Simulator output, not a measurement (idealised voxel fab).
The name of this process module is voxel capacitor over wiring.
Square cell edge 5 nm, section width 220 nm, ID cut.
A cross-section in this document is a grid of square cells, and it is written down as bands, the top band listed before the ones below it; a band is made up of one or more rows of cells.
Read a band's entry like this: the first values are the height of its top and the height of its bottom in nm, and what follows is the sequence of materials from left to right, each with its width in nm. Note that "air" is empty space, and that a single material marked "throughout" reaches across the band from edge to edge.
The level at which height equals 0 is the one under which the wafer, as it arrives, is entirely one material. No lower edge exists for the bottom band, which continues downward and is notated as in "z 0 and below".
So if you see something like "30 to 40" for the width, read it as the top row of the band sitting at the first number and the bottom row at the second, with every row in between moving by the same amount as the last.
When a step is marked "no change", none of the cells in the cross-section changed during that step.
For the entry "Cavities, closed", the listed items are empty spaces with no open way to the top whose size is 8 cells or more; each item follows the pattern width x height at distance, where distance is from the left edge and all three are in nm.
Anything after a step's settings on that line? It's the simulator's own note about the step.
"overlay nm" answers the question of how far to the right of plan the mask lay on a step that has a mask, and when it is negative the answer is to the left.

# The following list gives the planned process steps
1) RECEIVE,material Si
2) CONFORMAL_DEP,material SiO2,thk nm 10
3) CONFORMAL_DEP,material SiCN,thk nm 5
4) DIRECTIONAL_DEP,material SiO2,thk nm 25
5) MASKED_ETCH,tone open,mask id METAL_1,width nm 20,pitch nm 85,etch materials SiO2,depth nm 25,overlay nm 0
6) MASKED_ETCH,tone open,mask id METAL_1,width nm 30,pitch nm 85,etch materials SiCN,depth nm 5,overlay nm 0
7) CONFORMAL_DEP,material TiN,thk nm 5
8) FILL_DEP,material Ru,thk nm 10
9) CMP,height nm 40
10) CONFORMAL_DEP,material SiCN,thk nm 5
11) DIRECTIONAL_DEP,material SiO2,thk nm 15
12) DIRECTIONAL_DEP,material aC,thk nm 10
13) PATTERN,tone open,mask id PLUG_1,material resist,width nm 15,thk nm 30,overlay nm 0
14) DIRECTIONAL_ETCH,etch materials aC,depth nm 10
15) STRIP,etch materials resist
16) DIRECTIONAL_ETCH,etch materials SiO2,depth nm 15
17) DIRECTIONAL_ETCH,etch materials SiCN,depth nm 5
18) STRIP,etch materials aC
19) CONFORMAL_DEP,material TiN,thk nm 5
20) FILL_DEP,material Ru,thk nm 10
21) CMP,height nm 60
22) DIRECTIONAL_DEP,material TiN,thk nm 10
23) DIRECTIONAL_DEP,material HfO2,thk nm 5
24) DIRECTIONAL_DEP,material TiN,thk nm 10
25) DIRECTIONAL_DEP,material aC,thk nm 10
26) PATTERN,tone cover,mask id UPPER_PLATE,material resist,width nm 60,thk nm 25,overlay nm 0
27) DIRECTIONAL_ETCH,etch materials aC,depth nm 10
28) STRIP,etch materials resist
29) DIRECTIONAL_ETCH,etch materials TiN,depth nm 10
30) DIRECTIONAL_ETCH,etch materials HfO2,depth nm 5
31) STRIP,etch materials aC
32) DIRECTIONAL_DEP,material aC,thk nm 15
33) PATTERN,tone cover,mask id LOWER_PLATE,material resist,width nm 70,thk nm 30,overlay nm 0
34) DIRECTIONAL_ETCH,etch materials aC,depth nm 15
35) STRIP,etch materials resist
36) DIRECTIONAL_ETCH,etch materials TiN,depth nm 10
37) STRIP,etch materials aC
38) FILL_DEP,material SiO2,thk nm 15
39) CMP,height nm 95
40) MASKED_ETCH,tone open,mask id PLUG_2,width nm 15,etch materials SiO2,depth nm 10,overlay nm 0
41) CONFORMAL_DEP,material TiN,thk nm 5
42) FILL_DEP,material W,thk nm 10
43) CMP,height nm 95
44) CONFORMAL_DEP,material SiN,thk nm 5
What sets these wafers apart? The width nm at step 5. They all start alike, and the plan carries the first wafer's value.

# first wafer as received, after step 1
> z 0 and below: Si throughout
> Cavities, closed: none

# Cross-sectional representation of the first of several wafers at the end of the module, i.e. after its terminal step, step 44
> z 100 to 95: SiN throughout
> z 95 to 90: SiO2: 75 | TiN: 5 | W: 5 | TiN: 5 | SiO2: 130
> z 90 to 85: SiO2: 75 | TiN: 15 | SiO2: 130
> z 85 to 75: SiO2: 65 | TiN: 60 | SiO2: 95
> z 75 to 70: SiO2: 65 | HfO2: 60 | SiO2: 95
> z 70 to 60: SiO2: 60 | TiN: 70 | SiO2: 90
> z 60 to 45: SiO2: 65 | TiN: 5 | Ru: 5 | TiN: 5 | SiO2: 140
> z 45 to 40: SiCN: 65 | TiN: 15 | SiCN: 140
> z 40 to 15: SiO2: 55 | TiN: 5 | Ru: 10 | TiN: 5 | SiO2: 65 | TiN: 5 | Ru: 10 | TiN: 5 | SiO2: 60
> z 15 to 10: SiCN: 55 | TiN: 20 | SiCN: 65 | TiN: 20 | SiCN: 60
> z 10 to 0: SiO2 throughout
> z 0 and below: Si throughout
> Cavities, closed: none

# Cross-section, module end, final of several wafers
> z 100 to 95: SiN throughout
> z 95 to 90: SiO2: 75 | TiN: 5 | W: 5 | TiN: 5 | SiO2: 130
> z 90 to 85: SiO2: 75 | TiN: 15 | SiO2: 130
> z 85 to 75: SiO2: 65 | TiN: 60 | SiO2: 95
> z 75 to 70: SiO2: 65 | HfO2: 60 | SiO2: 95
> z 70 to 60: SiO2: 60 | TiN: 70 | SiO2: 90
> z 60 to 45: SiO2: 65 | TiN: 5 | Ru: 5 | TiN: 5 | SiO2: 140
> z 45 to 40: SiCN: 65 | TiN: 15 | SiCN: 140
> z 40 to 20: SiO2: 45 | TiN: 5 | Ru: 35 | TiN: 5 | SiO2: 40 | TiN: 5 | Ru: 35 | TiN: 5 | SiO2: 45
> z 20 to 15: SiO2: 45 | TiN: 10 | Ru: 20 | TiN: 15 | SiO2: 40 | TiN: 10 | Ru: 20 | TiN: 15 | SiO2: 45
> z 15 to 10: SiCN: 50 | TiN: 30 | SiCN: 55 | TiN: 30 | SiCN: 55
> z 10 to 0: SiO2 throughout
> z 0 and below: Si throughout
> Cavities, closed: none

# Each row below is a wafer at the end of the module, listing for every material the number of cells it has gained (+) or lost (-) since it was received, followed by its closed voids
width nm 20 | +12 HfO2 | +23 Ru | +77 SiCN | +44 SiN | +629 SiO2 | +94 TiN | +1 W | Cavities, closed: none
width nm 25 | +12 HfO2 | +33 Ru | +75 SiCN | +44 SiN | +619 SiO2 | +96 TiN | +1 W | Cavities, closed: none
width nm 30 | +12 HfO2 | +43 Ru | +73 SiCN | +44 SiN | +609 SiO2 | +98 TiN | +1 W | Cavities, closed: none
width nm 35 | +12 HfO2 | +51 Ru | +73 SiCN | +44 SiN | +599 SiO2 | +100 TiN | +1 W | Cavities, closed: none
width nm 40 | +12 HfO2 | +59 Ru | +73 SiCN | +44 SiN | +589 SiO2 | +102 TiN | +1 W | Cavities, closed: none
width nm 45 | +12 HfO2 | +67 Ru | +73 SiCN | +44 SiN | +579 SiO2 | +104 TiN | +1 W | Cavities, closed: none
